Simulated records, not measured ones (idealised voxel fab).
Title: Process Module voxel plated lines
Each square cell in cross-section cut measures 5 nm, and the section as a whole is 265 nm wide.
A cross-section is a grid of square cells, given in bands from the top down. A band is one or more rows of cells.
Read a band's entry like this: the first values are the height of its top and the height of its bottom in nm, and what follows is the sequence of materials from left to right, each with its width in nm. Note that "blank" is empty space, and that a single material marked "edge to edge" reaches across the band from edge to edge.
Height reference: 0 = level under which incoming wafer is all one material. Lowest band: no bottom, runs on downward, e.g. "from 0 down".
Top row gets the first number, bottom row gets the second, and each row in between changes by the same step: that is how a band width like "30..40" works.
"same as before", as given for a step, is the statement that not any cell of the cross-section underwent a change during that step.
The label "Sealed void listing" introduces a list of the empty spaces, 8 cells or larger, that have no open way up to the top; each entry in it reads width x height at distance, where the distance is taken from the left edge and all three are stated in nm.
Step line, after settings: the simulator's comment on this step.
"overlay nm", when on a step's line for a step with a mask, measures how far to the right of its planned place the mask lay; a negative measure means to the left.
HERE'S WHAT THE PLANNED PROCESS STEPS LOOK LIKE
step 1: RECEIVE,material Si
step 2: CONFORMAL_DEP,material Al2O3,thk nm 10
step 3: DIRECTIONAL_DEP,material TiN,thk nm 5
step 4: PATTERN,tone open,mask id LINES,material resist,width nm 15,pitch nm 35,thk nm 20,overlay nm 0
step 5: EPI,material Ru,thk nm 5
step 6: STRIP,etch materials resist
step 7: DIRECTIONAL_ETCH,etch materials TiN,depth nm 5
step 8: CONFORMAL_DEP,material SiN,thk nm 10
THE FIRST OF A SET OF TWO WAFERS, RUN TO PLAN
CROSS-SECTION OF THE WAFER AS IT CAME TO US, I.E., ALREADY THROUGH STEP 1
> from 0 down = Si edge to edge
> Sealed void listing: none
AFTER STEP 2
> from 10 to 0 = Al2O3 edge to edge
> below 0: unchanged
AFTER STEP 3
> from 15 to 10 = TiN edge to edge
> below 10: unchanged
AFTER STEP 4
> from 35 to 15 = 90 resist | 15 blank | 20 resist | 15 blank | 20 resist | 15 blank | 90 resist
> below 15: unchanged
AFTER STEP 5
> from 35 to 20 = 90 resist | 15 blank | 20 resist | 15 blank | 20 resist | 15 blank | 90 resist
> from 20 to 15 = 90 resist | 15 Ru | 20 resist | 15 Ru | 20 resist | 15 Ru | 90 resist
> below 15: unchanged
AFTER STEP 6
> from 20 to 15 = 90 blank | 15 Ru | 20 blank | 15 Ru | 20 blank | 15 Ru | 90 blank
> below 15: unchanged
AFTER STEP 7
> from 20 to 15 = 90 blank | 15 Ru | 20 blank | 15 Ru | 20 blank | 15 Ru | 90 blank
> from 15 to 10 = 90 blank | 15 TiN | 20 blank | 15 TiN | 20 blank | 15 TiN | 90 blank
> below 10: unchanged
AFTER STEP 8
> from 30 to 20 = 80 blank | 105 SiN | 80 blank
> from 20 to 15 = 90 SiN | 15 Ru | 20 SiN | 15 Ru | 20 SiN | 15 Ru | 90 SiN
> from 15 to 10 = 90 SiN | 15 TiN | 20 SiN | 15 TiN | 20 SiN | 15 TiN | 90 SiN
> below 10: unchanged
FOR THE SECOND WAFER, TAKE THE FIRST WAFER'S START AND PLAN, THEN ADD ONE MISTAKE MADE IN RUNNING IT; EVERYTHING THROUGH STEP 7, THAT STEP INCLUDED, IS SHARED WITH THE FIRST
CROSS-SECTION: SECOND WAFER, TIME AT WHICH STEP 8 WAS SCHEDULED TO END
> from 25 to 20 = 85 blank | 25 SiN | 10 blank | 25 SiN | 10 blank | 25 SiN | 85 blank
> from 20 to 15 = 85 blank | 5 SiN | 15 Ru | 5 SiN | 10 blank | 5 SiN | 15 Ru | 5 SiN | 10 blank | 5 SiN | 15 Ru | 5 SiN | 85 blank
> from 15 to 10 = 90 SiN | 15 TiN | 20 SiN | 15 TiN | 20 SiN | 15 TiN | 90 SiN
> below 10: unchanged
Deviation from plan: step 8 off recipe, ran as CONFORMAL_DEP,material SiN,thk nm 5
Materials where the second wafer ends with more or fewer cells than the first: SiN: 65 fewer
